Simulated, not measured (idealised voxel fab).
Name of the process module below: voxel transistor to metal
Square cell edge 5 nm, section width 290 nm, ID cut.
Cross-section format: a grid of square cells, given as bands from top to bottom; each band is one or more rows of cells.
Top height, bottom height, nm. Materials left to right, width each, nm. Single material + "full width" = fills band edge to edge. "blank" = empty.
Heights are measured from 0, the level below which the as-received wafer is all one material; the lowest band has no bottom and continues downward, written as in "top 0, no bottom".
Width: "30->40" (first number = top row, second number = bottom row, same change from row to row of cells).
For the purposes of this document, the phrase "no change" attached to a step denotes that no cell within the cross-section was modified by that step.
Closed-off voids of 8+ cells (no open route to the top) go in "Voids, fully enclosed", written width x height at distance from the left edge, in nm.
Heads up: the bit after the settings on a step's line is the simulator's remark on that step.
If you see "overlay nm" on a step's line and that step has a mask, it's telling you how far right of where it was planned the mask ended up; a negative number means it went left instead.

Plan:
1,RECEIVE, material Si
2,OXIDIZE, depth nm 5
3,CONFORMAL_DEP, material SiN, thk nm 10
4,PATTERN, tone cover, mask id ACTIVE, material resist, width nm 105, pitch nm 140, thk nm 15, overlay nm 0
5,DIRECTIONAL_ETCH, etch materials SiN, depth nm 10
6,DIRECTIONAL_ETCH, etch materials SiO2, depth nm 5
7,DIRECTIONAL_ETCH, etch materials Si, depth nm 35
8,STRIP, etch materials resist
9,FILL_DEP, material SiO2, thk nm 10
10,CMP, height nm 10
11,SELECTIVE_ETCH, etch materials SiO2, depth nm 10
12,STRIP, etch materials SiN
13,SELECTIVE_ETCH, etch materials SiO2, depth nm 5
14,OXIDIZE, depth nm 5
15,DIRECTIONAL_DEP, material polySi, thk nm 20
16,DIRECTIONAL_DEP, material SiCN, thk nm 15
17,PATTERN, tone cover, mask id GATE, material resist, width nm 25, pitch nm 140, thk nm 15, overlay nm 0
18,DIRECTIONAL_ETCH, etch materials SiCN, depth nm 25
19,DIRECTIONAL_ETCH, etch materials polySi, depth nm 30
20,STRIP, etch materials resist
21,CONFORMAL_DEP, material SiN, thk nm 5
22,DIRECTIONAL_ETCH, etch materials SiN, depth nm 5
23,DIRECTIONAL_ETCH, etch materials SiO2, depth nm 5
24,DIRECTIONAL_ETCH, etch materials Si, depth nm 15
25,EPI, material nSi, thk nm 20
26,FILL_DEP, material SiO2, thk nm 10
27,CMP, height nm 15
28,STRIP, etch materials polySi
29,SELECTIVE_ETCH, etch materials SiO2, depth nm 5
30,CONFORMAL_DEP, material HfO2, thk nm 5
31,CONFORMAL_DEP, material TiN, thk nm 5
32,FILL_DEP, material W, thk nm 10
33,CMP, height nm 10
34,DIRECTIONAL_DEP, material SiO2, thk nm 15
35,MASKED_ETCH, tone open, mask id CONTACT, width nm 15, etch materials SiO2, depth nm 30, overlay nm 0
36,CONFORMAL_DEP, material TiN, thk nm 5
37,FILL_DEP, material Ru, thk nm 5
38,CMP, height nm 25
39,CONFORMAL_DEP, material SiN, thk nm 5
40,DIRECTIONAL_DEP, material SiO2, thk nm 20
41,DIRECTIONAL_DEP, material aC, thk nm 10
42,PATTERN, tone open, mask id METAL_1, material resist, width nm 15, thk nm 30, overlay nm 0
43,DIRECTIONAL_ETCH, etch materials aC, depth nm 10
44,STRIP, etch materials resist
45,DIRECTIONAL_ETCH, etch materials SiO2, depth nm 20
46,DIRECTIONAL_ETCH, etch materials SiN, depth nm 5
47,STRIP, etch materials aC
48,CONFORMAL_DEP, material TiN, thk nm 5
49,FILL_DEP, material Cu, thk nm 5
50,CMP, height nm 50
51,EPI, material Ru, thk nm 5
52,FILL_DEP, material SiCN, thk nm 5
For this document, wafers share an identical start and vary in the step 4 width nm; the plan quotes the first wafer's value.

Incoming state of the first of several wafers in cross-section: after step 1:
    top 0, no bottom  Si full width
    Voids, fully enclosed: none

Last step of the module is step 52; after it, the first of several wafers in cross-section:
    top 60, bottom 55  SiCN full width
    top 55, bottom 50  SiCN: 20 / Ru: 25 / SiCN: 55 / Ru: 25 / SiCN: 35 / Ru: 25 / SiCN: 55 / Ru: 25 / SiCN: 25
    top 50, bottom 30  SiO2: 25 / TiN: 5 / Cu: 5 / TiN: 5 / SiO2: 65 / TiN: 5 / Cu: 5 / TiN: 5 / SiO2: 45 / TiN: 5 / Cu: 5 / TiN: 5 / SiO2: 65 / TiN: 5 / Cu: 5 / TiN: 5 / SiO2: 30
    top 30, bottom 25  SiN: 25 / TiN: 15 / SiN: 65 / TiN: 15 / SiN: 45 / TiN: 15 / SiN: 65 / TiN: 15 / SiN: 30
    top 25, bottom 15  SiO2: 25 / TiN: 5 / Ru: 5 / TiN: 5 / SiO2: 65 / TiN: 5 / Ru: 5 / TiN: 5 / SiO2: 45 / TiN: 5 / Ru: 5 / TiN: 5 / SiO2: 65 / TiN: 5 / Ru: 5 / TiN: 5 / SiO2: 30
    top 15, bottom 10  SiO2: 25 / TiN: 15 / SiO2: 65 / TiN: 15 / SiO2: 45 / TiN: 15 / SiO2: 65 / TiN: 15 / SiO2: 30
    top 10, bottom 0  SiO2: 25 / TiN: 10 / nSi: 20 / SiN: 5 / HfO2: 5 / TiN: 5 / W: 5 / TiN: 5 / HfO2: 5 / SiN: 5 / nSi: 20 / TiN: 10 / SiO2: 45 / TiN: 10 / nSi: 20 / SiN: 5 / HfO2: 5 / TiN: 5 / W: 5 / TiN: 5 / HfO2: 5 / SiN: 5 / nSi: 20 / TiN: 10 / SiO2: 30
    top 0, bottom -5  SiO2: 25 / TiN: 10 / nSi: 20 / SiN: 5 / HfO2: 5 / TiN: 15 / HfO2: 5 / SiN: 5 / nSi: 20 / TiN: 10 / SiO2: 45 / TiN: 10 / nSi: 20 / SiN: 5 / HfO2: 5 / TiN: 15 / HfO2: 5 / SiN: 5 / nSi: 20 / TiN: 10 / SiO2: 30
    top -5, bottom -10  SiO2: 15 / nSi: 40 / HfO2: 35 / nSi: 40 / SiO2: 25 / nSi: 40 / HfO2: 35 / nSi: 40 / SiO2: 20
    top -10, bottom -25  SiO2: 20 / nSi: 35 / Si: 35 / nSi: 35 / SiO2: 35 / nSi: 35 / Si: 35 / nSi: 35 / SiO2: 25
    top -25, bottom -40  SiO2: 20 / Si: 105 / SiO2: 35 / Si: 105 / SiO2: 25
    top -40, no bottom  Si full width
    Voids, fully enclosed: none

Last wafer x-sec, end of module:
    top 60, bottom 55  SiCN full width
    top 55, bottom 50  SiCN: 20 / Ru: 25 / SiCN: 55 / Ru: 25 / SiCN: 35 / Ru: 25 / SiCN: 55 / Ru: 25 / SiCN: 25
    top 50, bottom 30  SiO2: 25 / TiN: 5 / Cu: 5 / TiN: 5 / SiO2: 65 / TiN: 5 / Cu: 5 / TiN: 5 / SiO2: 45 / TiN: 5 / Cu: 5 / TiN: 5 / SiO2: 65 / TiN: 5 / Cu: 5 / TiN: 5 / SiO2: 30
    top 30, bottom 25  SiN: 25 / TiN: 15 / SiN: 65 / TiN: 15 / SiN: 45 / TiN: 15 / SiN: 65 / TiN: 15 / SiN: 30
    top 25, bottom 15  SiO2: 25 / TiN: 5 / Ru: 5 / TiN: 5 / SiO2: 65 / TiN: 5 / Ru: 5 / TiN: 5 / SiO2: 45 / TiN: 5 / Ru: 5 / TiN: 5 / SiO2: 65 / TiN: 5 / Ru: 5 / TiN: 5 / SiO2: 30
    top 15, bottom 10  SiO2: 25 / TiN: 15 / SiO2: 65 / TiN: 15 / SiO2: 45 / TiN: 15 / SiO2: 65 / TiN: 15 / SiO2: 30
    top 10, bottom 0  SiO2: 25 / TiN: 10 / nSi: 20 / SiN: 5 / HfO2: 5 / TiN: 5 / W: 5 / TiN: 5 / HfO2: 5 / SiN: 5 / nSi: 20 / TiN: 10 / SiO2: 45 / TiN: 10 / nSi: 20 / SiN: 5 / HfO2: 5 / TiN: 5 / W: 5 / TiN: 5 / HfO2: 5 / SiN: 5 / nSi: 20 / TiN: 10 / SiO2: 30
    top 0, bottom -5  SiO2: 25 / TiN: 10 / nSi: 20 / SiN: 5 / HfO2: 5 / TiN: 15 / HfO2: 5 / SiN: 5 / nSi: 20 / TiN: 10 / SiO2: 45 / TiN: 10 / nSi: 20 / SiN: 5 / HfO2: 5 / TiN: 15 / HfO2: 5 / SiN: 5 / nSi: 20 / TiN: 10 / SiO2: 30
    top -5, bottom -10  SiO2: 10 / nSi: 45 / HfO2: 35 / nSi: 50 / SiO2: 10 / nSi: 45 / HfO2: 35 / nSi: 50 / SiO2: 10
    top -10, bottom -25  SiO2: 15 / nSi: 40 / Si: 35 / nSi: 45 / SiO2: 20 / nSi: 40 / Si: 35 / nSi: 45 / SiO2: 15
    top -25, bottom -40  SiO2: 15 / Si: 120 / SiO2: 20 / Si: 120 / SiO2: 15
    top -40, no bottom  Si full width
    Voids, fully enclosed: none

Per-wafer rows below. For each material: cells gained (+) or lost (-) since the wafer was received, as of end of module. Then: closed voids:
width nm 105; +16 Cu; +26 HfO2; +28 Ru; -296 Si; +96 SiCN; +58 SiN; +490 SiO2; +110 TiN; +4 W; +164 nSi; Voids, fully enclosed: none
width nm 110; +16 Cu; +26 HfO2; +28 Ru; -290 Si; +96 SiCN; +58 SiN; +476 SiO2; +110 TiN; +4 W; +172 nSi; Voids, fully enclosed: none
width nm 115; +16 Cu; +26 HfO2; +28 Ru; -284 Si; +96 SiCN; +58 SiN; +462 SiO2; +110 TiN; +4 W; +180 nSi; Voids, fully enclosed: none
width nm 120; +16 Cu; +26 HfO2; +28 Ru; -278 Si; +96 SiCN; +58 SiN; +448 SiO2; +110 TiN; +4 W; +188 nSi; Voids, fully enclosed: none
